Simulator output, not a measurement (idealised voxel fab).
process module | voxel air gaps
cross-section cut | 270 nm wide | cells 5 nm
A cross-section is a grid of square cells, given in bands from the top down. A band is one or more rows of cells.
Each band's line starts with the height of the band's top and of its bottom, in nm. Then come its materials from left to right, each with its width in nm. One material with "throughout" fills the band from edge to edge. "air" is empty space.
Height 0 is the level under which the wafer as received is all one material. The lowest band goes on downwards, as in "0 down".
A width such as "30 to 40" changes by the same amount from each row of cells to the next, from the band's top row to its bottom row.
"no change" after a step means that no cell of the cross-section changed.
closed voids: empty space of 8 cells or more with no open way to the top, each as width x height at its distance from the left edge, in nm
after a step's settings: what the simulator itself notes on the step
overlay nm, on a step with a mask: how far to the right of its planned place the mask lay; to the left if negative
plan
1 op RECEIVE | material Si
2 op CONFORMAL_DEP | material SiO2 | thk nm 15
3 op CONFORMAL_DEP | material SiCN | thk nm 5
4 op DIRECTIONAL_DEP | material SiO2 | thk nm 30
5 op PATTERN | tone open | mask id LINES | material resist | width nm 15 | pitch nm 50 | thk nm 20 | overlay nm 0
6 op DIRECTIONAL_ETCH | etch materials SiO2 | depth nm 30
7 op STRIP | etch materials resist
8 op CONFORMAL_DEP | material TiN | thk nm 5
9 op FILL_DEP | material Ru | thk nm 10
10 op CMP | height nm 50
11 op EPI | material Ru | thk nm 10
12 op SELECTIVE_ETCH | etch materials SiO2 | depth nm 40
13 op CONFORMAL_DEP | material SiCN | thk nm 5
varied across the wafers: width nm of step 5. The plan shows the first wafer's value. All wafers start alike
first wafer as received, after step 1
  0 down: Si throughout
  closed voids: none
each wafer at the end: cells of each material gained (+) or lost (-) since it was received, then its closed voids
width nm 15 | +76 Ru | +204 SiCN | +162 SiO2 | +52 TiN | closed voids: none
width nm 20 | +104 Ru | +204 SiCN | +162 SiO2 | +56 TiN | closed voids: 20 x 20 at 75; 20 x 20 at 125; 20 x 20 at 175
width nm 25 | +132 Ru | +192 SiCN | +162 SiO2 | +60 TiN | closed voids: 15 x 20 at 75; 15 x 20 at 125; 15 x 20 at 175
width nm 30 | +160 Ru | +132 SiCN | +234 SiO2 | +64 TiN | closed voids: none
width nm 35 | +182 Ru | +132 SiCN | +216 SiO2 | +68 TiN | closed voids: none
